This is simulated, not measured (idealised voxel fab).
process module | voxel air gaps
cross-section cut | 300 nm wide | cells 5 nm
A cross-section is a grid of square cells, given in bands from the top down. A band is one or more rows of cells.
Each band's line starts with the height of the band's top and of its bottom, in nm. Then come its materials from left to right, each with its width in nm. One material with "throughout" fills the band from edge to edge. "air" is empty space.
Height 0 is the level under which the wafer as received is all one material. The lowest band goes on downwards, as in "0 down".
A width such as "30 to 40" changes by the same amount from each row of cells to the next, from the band's top row to its bottom row.
"no change" after a step means that no cell of the cross-section changed.
closed voids: empty space of 8 cells or more with no open way to the top, each as width x height at its distance from the left edge, in nm
after a step's settings: what the simulator itself notes on the step
overlay nm, on a step with a mask: how far to the right of its planned place the mask lay; to the left if negative
plan
1 op RECEIVE | material Si
2 op CONFORMAL_DEP | material SiO2 | thk nm 15
3 op CONFORMAL_DEP | material SiN | thk nm 5
4 op DIRECTIONAL_DEP | material lowk | thk nm 35
5 op PATTERN | tone open | mask id LINES | material resist | width nm 15 | pitch nm 40 | thk nm 15 | overlay nm 0
6 op DIRECTIONAL_ETCH | etch materials lowk | depth nm 35
7 op STRIP | etch materials resist
8 op CONFORMAL_DEP | material TiN | thk nm 5
9 op FILL_DEP | material Ru | thk nm 5
10 op CMP | height nm 55
11 op EPI | material Ru | thk nm 10
12 op SELECTIVE_ETCH | etch materials lowk | depth nm 45
13 op CONFORMAL_DEP | material SiCN | thk nm 5
first wafer, as planned
as received, after step 1
  0 down: Si throughout
  closed voids: none
after step 2
  15 to 0: SiO2 throughout
  below 0: unchanged
after step 3
  20 to 15: SiN throughout
  below 15: unchanged
after step 4
  55 to 20: lowk throughout
  below 20: unchanged
after step 5
  70 to 55: resist 80 | air 15 | resist 25 | air 15 | resist 25 | air 15 | resist 25 | air 15 | resist 85
  below 55: unchanged
after step 6
  70 to 55: resist 80 | air 15 | resist 25 | air 15 | resist 25 | air 15 | resist 25 | air 15 | resist 85
  55 to 20: lowk 80 | air 15 | lowk 25 | air 15 | lowk 25 | air 15 | lowk 25 | air 15 | lowk 85
  below 20: unchanged
after step 7
  55 to 20: lowk 80 | air 15 | lowk 25 | air 15 | lowk 25 | air 15 | lowk 25 | air 15 | lowk 85
  below 20: unchanged
after step 8
  60 to 55: TiN 85 | air 5 | TiN 35 | air 5 | TiN 35 | air 5 | TiN 35 | air 5 | TiN 90
  55 to 25: lowk 80 | TiN 5 | air 5 | TiN 5 | lowk 25 | TiN 5 | air 5 | TiN 5 | lowk 25 | TiN 5 | air 5 | TiN 5 | lowk 25 | TiN 5 | air 5 | TiN 5 | lowk 85
  25 to 20: lowk 80 | TiN 15 | lowk 25 | TiN 15 | lowk 25 | TiN 15 | lowk 25 | TiN 15 | lowk 85
  below 20: unchanged
after step 9
  65 to 60: Ru throughout
  60 to 55: TiN 85 | Ru 5 | TiN 35 | Ru 5 | TiN 35 | Ru 5 | TiN 35 | Ru 5 | TiN 90
  55 to 25: lowk 80 | TiN 5 | Ru 5 | TiN 5 | lowk 25 | TiN 5 | Ru 5 | TiN 5 | lowk 25 | TiN 5 | Ru 5 | TiN 5 | lowk 25 | TiN 5 | Ru 5 | TiN 5 | lowk 85
  below 25: unchanged
after step 10
  55 to 25: lowk 80 | TiN 5 | Ru 5 | TiN 5 | lowk 25 | TiN 5 | Ru 5 | TiN 5 | lowk 25 | TiN 5 | Ru 5 | TiN 5 | lowk 25 | TiN 5 | Ru 5 | TiN 5 | lowk 85
  below 25: unchanged
after step 11
  65 to 55: air 70 | Ru 35 | air 5 | Ru 35 | air 5 | Ru 35 | air 5 | Ru 35 | air 75
  below 55: unchanged
after step 12
  65 to 55: air 70 | Ru 35 | air 5 | Ru 35 | air 5 | Ru 35 | air 5 | Ru 35 | air 75
  55 to 25: air 80 | TiN 5 | Ru 5 | TiN 5 | air 25 | TiN 5 | Ru 5 | TiN 5 | air 25 | TiN 5 | Ru 5 | TiN 5 | air 25 | TiN 5 | Ru 5 | TiN 5 | air 85
  25 to 20: air 80 | TiN 15 | air 25 | TiN 15 | air 25 | TiN 15 | air 25 | TiN 15 | air 85
  below 20: unchanged
after step 13
  70 to 65: air 65 | SiCN 165 | air 70
  65 to 55: air 65 | SiCN 5 | Ru 35 | SiCN 5 | Ru 35 | SiCN 5 | Ru 35 | SiCN 5 | Ru 35 | SiCN 5 | air 70
  55 to 50: air 65 | SiCN 15 | TiN 5 | Ru 5 | TiN 5 | SiCN 25 | TiN 5 | Ru 5 | TiN 5 | SiCN 25 | TiN 5 | Ru 5 | TiN 5 | SiCN 25 | TiN 5 | Ru 5 | TiN 5 | SiCN 15 | air 70
  50 to 25: air 75 | SiCN 5 | TiN 5 | Ru 5 | TiN 5 | SiCN 5 | air 15 | SiCN 5 | TiN 5 | Ru 5 | TiN 5 | SiCN 5 | air 15 | SiCN 5 | TiN 5 | Ru 5 | TiN 5 | SiCN 5 | air 15 | SiCN 5 | TiN 5 | Ru 5 | TiN 5 | SiCN 5 | air 80
  25 to 20: SiCN 80 | TiN 15 | SiCN 25 | TiN 15 | SiCN 25 | TiN 15 | SiCN 25 | TiN 15 | SiCN 85
  below 20: unchanged
  closed voids: 15 x 25 at 100; 15 x 25 at 140; 15 x 25 at 180
second wafer: like start, like plan, one mistake. Through step 2 it matches the first wafer
when step 3 should have ended: no change
when step 4 should have ended
  50 to 15: lowk throughout
  below 15: unchanged
when step 5 should have ended
  65 to 50: resist 80 | air 15 | resist 25 | air 15 | resist 25 | air 15 | resist 25 | air 15 | resist 85
  below 50: unchanged
when step 6 should have ended
  65 to 50: resist 80 | air 15 | resist 25 | air 15 | resist 25 | air 15 | resist 25 | air 15 | resist 85
  50 to 15: lowk 80 | air 15 | lowk 25 | air 15 | lowk 25 | air 15 | lowk 25 | air 15 | lowk 85
  below 15: unchanged
when step 7 should have ended
  50 to 15: lowk 80 | air 15 | lowk 25 | air 15 | lowk 25 | air 15 | lowk 25 | air 15 | lowk 85
  below 15: unchanged
when step 8 should have ended
  55 to 50: TiN 85 | air 5 | TiN 35 | air 5 | TiN 35 | air 5 | TiN 35 | air 5 | TiN 90
  50 to 20: lowk 80 | TiN 5 | air 5 | TiN 5 | lowk 25 | TiN 5 | air 5 | TiN 5 | lowk 25 | TiN 5 | air 5 | TiN 5 | lowk 25 | TiN 5 | air 5 | TiN 5 | lowk 85
  20 to 15: lowk 80 | TiN 15 | lowk 25 | TiN 15 | lowk 25 | TiN 15 | lowk 25 | TiN 15 | lowk 85
  below 15: unchanged
when step 9 should have ended
  60 to 55: Ru throughout
  55 to 50: TiN 85 | Ru 5 | TiN 35 | Ru 5 | TiN 35 | Ru 5 | TiN 35 | Ru 5 | TiN 90
  50 to 20: lowk 80 | TiN 5 | Ru 5 | TiN 5 | lowk 25 | TiN 5 | Ru 5 | TiN 5 | lowk 25 | TiN 5 | Ru 5 | TiN 5 | lowk 25 | TiN 5 | Ru 5 | TiN 5 | lowk 85
  below 20: unchanged
when step 10 should have ended
  55 to 50: TiN 85 | Ru 5 | TiN 35 | Ru 5 | TiN 35 | Ru 5 | TiN 35 | Ru 5 | TiN 90
  below 50: unchanged
when step 11 should have ended
  65 to 55: Ru throughout
  below 55: unchanged
when step 12 should have ended: no change
when step 13 should have ended
  70 to 65: SiCN throughout
  below 65: unchanged
what went wrong: step 3 was left out
at the end the second wafer has, in cells: 68 more of Ru | 92 fewer of SiCN | 60 fewer of SiN | 56 more of TiN | 336 more of lowk
closed voids at the end (first wafer, second wafer): 3, 0
